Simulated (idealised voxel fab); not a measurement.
You're looking at the process module voxel air gaps.
It is cross-section cut that appears here, measuring 295 nm in width, its square cells being 5 nm in size.
In this document a cross-section is written as a grid of square cells. It is given as a series of bands, listed from the top down, and a band is one or more rows of cells.
Heads up on the band format: heights come first, top then bottom, in nm. After that it's the materials left to right, each with its width in nm. A single material flagged "edge to edge" fills the whole band edge to edge, and "empty" means there's empty space there.
The level at which height equals 0 is the one under which the wafer, as it arrives, is entirely one material. No lower edge exists for the bottom band, which continues downward and is notated as in "0 nm and below".
The two numbers in a width such as "30 to 40" mark its ends across the band: the first belongs to the top row of cells, the second to the bottom row, and from each row to the next the width moves by the same amount.
The designation "remained the same", where it is given for a processing step, indicates that no cell of the cross-section was altered in the course of that step.
"Encapsulated voids" specifies each empty space that is not open to the top and that occupies no fewer than 8 cells, using the form width x height at distance, the distance measured from the left edge and all three quantities in nm.
What comes after the settings on a step's line is commentary from the simulator itself on that step.
overlay nm: mask offset rightward from planned place, masked step; negative means leftward offset.
STEPS PLANNED FOR THE PROCESS
step 1: RECEIVE | material Si
step 2: CONFORMAL_DEP | material SiO2 | thk nm 10
step 3: CONFORMAL_DEP | material SiCN | thk nm 5
step 4: DIRECTIONAL_DEP | material SiO2 | thk nm 40
step 5: DIRECTIONAL_DEP | material aC | thk nm 15
step 6: PATTERN | tone open | mask id LINES | material resist | width nm 25 | pitch nm 50 | thk nm 30 | overlay nm 0
step 7: DIRECTIONAL_ETCH | etch materials aC | depth nm 15
step 8: STRIP | etch materials resist
step 9: DIRECTIONAL_ETCH | etch materials SiO2 | depth nm 40
step 10: STRIP | etch materials aC
step 11: CONFORMAL_DEP | material TiN | thk nm 5
step 12: FILL_DEP | material Cu | thk nm 10
step 13: CMP | height nm 55
step 14: EPI | material Ru | thk nm 10
step 15: SELECTIVE_ETCH | etch materials SiO2 | depth nm 50
step 16: CONFORMAL_DEP | material SiCN | thk nm 5
SO THIS IS THE INCOMING WAFER IN CROSS-SECTION - IT'S ALREADY BEEN THROUGH STEP 1
  0 nm and below: Si edge to edge
  Encapsulated voids: none
FINAL WAFER PROFILE IN CROSS-SECTION AFTER THE MODULE, FROM THE SAME START AND PLAN AS ABOVE, WITH ONE MISTAKE MADE DURING PROCESSING
  65 nm to 55 nm: empty 50 nm | Ru 45 nm | empty 5 nm | Ru 45 nm | empty 5 nm | Ru 45 nm | empty 5 nm | Ru 45 nm | empty 50 nm
  55 nm to 20 nm: empty 60 nm | TiN 5 nm | Cu 15 nm | TiN 5 nm | empty 25 nm | TiN 5 nm | Cu 15 nm | TiN 5 nm | empty 25 nm | TiN 5 nm | Cu 15 nm | TiN 5 nm | empty 25 nm | TiN 5 nm | Cu 15 nm | TiN 5 nm | empty 60 nm
  20 nm to 15 nm: empty 60 nm | TiN 25 nm | empty 25 nm | TiN 25 nm | empty 25 nm | TiN 25 nm | empty 25 nm | TiN 25 nm | empty 60 nm
  15 nm to 10 nm: SiCN edge to edge
  10 nm to 0 nm: SiO2 edge to edge
  0 nm and below: Si edge to edge
  Encapsulated voids: none
Misprocessing identified: skipped: plan step 16 (never run)
